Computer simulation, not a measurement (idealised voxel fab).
process module | voxel ribs on slabs
cross-section cut | 195 nm wide | cells 5 nm
A cross-section is a grid of square cells, given in bands from the top down. A band is one or more rows of cells.
Each band's line starts with the height of the band's top and of its bottom, in nm. Then come its materials from left to right, each with its width in nm. One material with "throughout" fills the band from edge to edge. "air" is empty space.
Height 0 is the level under which the wafer as received is all one material. The lowest band goes on downwards, as in "0 down".
A width such as "30 to 40" changes by the same amount from each row of cells to the next, from the band's top row to its bottom row.
"no change" after a step means that no cell of the cross-section changed.
closed voids: empty space of 8 cells or more with no open way to the top, each as width x height at its distance from the left edge, in nm
after a step's settings: what the simulator itself notes on the step
overlay nm, on a step with a mask: how far to the right of its planned place the mask lay; to the left if negative
plan
1 op RECEIVE | material Si
2 op DIRECTIONAL_DEP | material SiO2 | thk nm 30
3 op DIRECTIONAL_DEP | material SiN | thk nm 25
4 op PATTERN | tone cover | mask id RIB | material resist | width nm 30 | thk nm 15 | overlay nm 0
5 op DIRECTIONAL_ETCH | etch materials SiN | depth nm 15
6 op STRIP | etch materials resist
7 op DIRECTIONAL_DEP | material aC | thk nm 10
8 op PATTERN | tone cover | mask id SLAB | material resist | width nm 70 | thk nm 25 | overlay nm 0
9 op DIRECTIONAL_ETCH | etch materials aC | depth nm 10
10 op STRIP | etch materials resist
11 op DIRECTIONAL_ETCH | etch materials SiN | depth nm 10
12 op STRIP | etch materials aC
13 op FILL_DEP | material SiO2 | thk nm 25
14 op CMP | height nm 70
15 op DIRECTIONAL_DEP | material W | thk nm 10
16 op DIRECTIONAL_DEP | material aC | thk nm 15
17 op PATTERN | tone cover | mask id HEATER | material resist | width nm 30 | thk nm 35 | overlay nm 0
18 op DIRECTIONAL_ETCH | etch materials aC | depth nm 15
19 op STRIP | etch materials resist
20 op DIRECTIONAL_ETCH | etch materials W | depth nm 10
21 op STRIP | etch materials aC
22 op CONFORMAL_DEP | material SiO2 | thk nm 10
varied across the wafers: width nm of step 17. The plan shows the first wafer's value. All wafers start alike
first wafer as received, after step 1
  0 down: Si throughout
  closed voids: none
first wafer at the end, after step 22
  90 to 80: air 70 | SiO2 50 | air 75
  80 to 70: SiO2 80 | W 30 | SiO2 85
  70 to 55: SiO2 throughout
  55 to 40: SiO2 80 | SiN 30 | SiO2 85
  40 to 30: SiO2 60 | SiN 70 | SiO2 65
  30 to 0: SiO2 throughout
  0 down: Si throughout
  closed voids: none
last wafer at the end
  90 to 80: air 60 | SiO2 75 | air 60
  80 to 70: SiO2 70 | W 55 | SiO2 70
  70 to 55: SiO2 throughout
  55 to 40: SiO2 80 | SiN 30 | SiO2 85
  40 to 30: SiO2 60 | SiN 70 | SiO2 65
  30 to 0: SiO2 throughout
  0 down: Si throughout
  closed voids: none
each wafer at the end: cells of each material gained (+) or lost (-) since it was received, then its closed voids
width nm 30 | +46 SiN | +586 SiO2 | +12 W | closed voids: none
width nm 35 | +46 SiN | +586 SiO2 | +14 W | closed voids: none
width nm 40 | +46 SiN | +586 SiO2 | +16 W | closed voids: none
width nm 45 | +46 SiN | +586 SiO2 | +18 W | closed voids: none
width nm 50 | +46 SiN | +586 SiO2 | +20 W | closed voids: none
width nm 55 | +46 SiN | +586 SiO2 | +22 W | closed voids: none
